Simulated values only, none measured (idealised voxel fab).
Proc. module: voxel lift off
Each square cell in cross-section cut measures 5 nm, and the section as a whole is 215 nm wide.
Just so we're on the same page, the cross-sections are grids of square cells, and they're listed out in bands top to bottom, each band one or more rows deep. What a band's entry tells you: where the top is and where the bottom is, as heights in nm, and after that what lies inside, material by material from left to right, each with its width in nm. Empty space is written as the word "blank", and a single material marked with the word "all across" occupies the band from edge to edge. Ref level 0: as-received wafer is one material below here. Bottom band extends down with no lower bound ("from 0 down"). You'd read "30..40" like this: the band's top row of cells is as wide as the first number, its bottom row is as wide as the second, and going down, every row changes width by the same amount as the row before did. "nothing different" for a step: no cell of the cross-section changed in that step. "Enclosed void catalog": empty spaces of 8 cells or more with no open way to the top, each given as width x height at distance, distance from the left edge, all in nm. That trailing text on a step's line, after the settings, is the simulator's own remark on the step. Among the settings permitted on a step's line is "overlay nm"; applied to a step with a mask, it specifies the extent to which the mask lay to the right of its planned position, whereas a negative figure signifies a position to the left.

Process steps (planned):
- 1: RECEIVE: material Si
- 2: CONFORMAL_DEP: material Al2O3, thk nm 5
- 3: PATTERN: tone open, mask id LINES, material resist, width nm 15, pitch nm 45, thk nm 20, overlay nm 0
- 4: DIRECTIONAL_DEP: material Ru, thk nm 10
- 5: STRIP: etch materials resist
- 6: CONFORMAL_DEP: material SiCN, thk nm 10

First wafer, as planned:

Cross-section, incoming material, after step 1:
- from 0 down = Si all across
- Enclosed void catalog: none

Cross-sectional representation of the wafer at the conclusion of step 2:
- from 5 to 0 = Al2O3 all across
- Anything lower than 0 is untouched.

Cross-sectional representation of the wafer at the conclusion of step 3:
- from 25 to 5 = resist 55 nm | blank 15 nm | resist 30 nm | blank 15 nm | resist 30 nm | blank 15 nm | resist 55 nm
- Anything lower than 5 is untouched.

Cross-sectional representation of the wafer at the conclusion of step 4:
- from 35 to 25 = Ru 55 nm | blank 15 nm | Ru 30 nm | blank 15 nm | Ru 30 nm | blank 15 nm | Ru 55 nm
- from 25 to 15 = resist 55 nm | blank 15 nm | resist 30 nm | blank 15 nm | resist 30 nm | blank 15 nm | resist 55 nm
- from 15 to 5 = resist 55 nm | Ru 15 nm | resist 30 nm | Ru 15 nm | resist 30 nm | Ru 15 nm | resist 55 nm
- Anything lower than 5 is untouched.

Cross-sectional representation of the wafer at the conclusion of step 5:
- from 15 to 5 = blank 55 nm | Ru 15 nm | blank 30 nm | Ru 15 nm | blank 30 nm | Ru 15 nm | blank 55 nm
- Anything lower than 5 is untouched.

Cross-sectional representation of the wafer at the conclusion of step 6:
- from 25 to 15 = blank 45 nm | SiCN 35 nm | blank 10 nm | SiCN 35 nm | blank 10 nm | SiCN 35 nm | blank 45 nm
- from 15 to 5 = SiCN 55 nm | Ru 15 nm | SiCN 30 nm | Ru 15 nm | SiCN 30 nm | Ru 15 nm | SiCN 55 nm
- Anything lower than 5 is untouched.

Companion wafer, the second of two: same beginning, same intended sequence, one mistake in carrying it out; through step 4 inclusive it tracks the first exactly:

Second wafer, cut view, end of step 5 per plan:
- from 15 to 5 = blank 55 nm | Ru 15 nm | blank 30 nm | Ru 15 nm | blank 30 nm | Ru 15 nm | blank 55 nm
- Anything lower than 5 is untouched.

Second wafer, cut view, end of step 6 per plan:
- from 25 to 15 = blank 45 nm | SiCN 35 nm | blank 10 nm | SiCN 35 nm | blank 10 nm | SiCN 35 nm | blank 45 nm
- from 15 to 5 = SiCN 55 nm | Ru 15 nm | SiCN 30 nm | Ru 15 nm | SiCN 30 nm | Ru 15 nm | SiCN 55 nm
- Anything lower than 5 is untouched.
Here's what went sideways: step 5 was run twice
Since the two wafers finish with cross-sections that are the same, nothing this model computes is changed by the mistake.
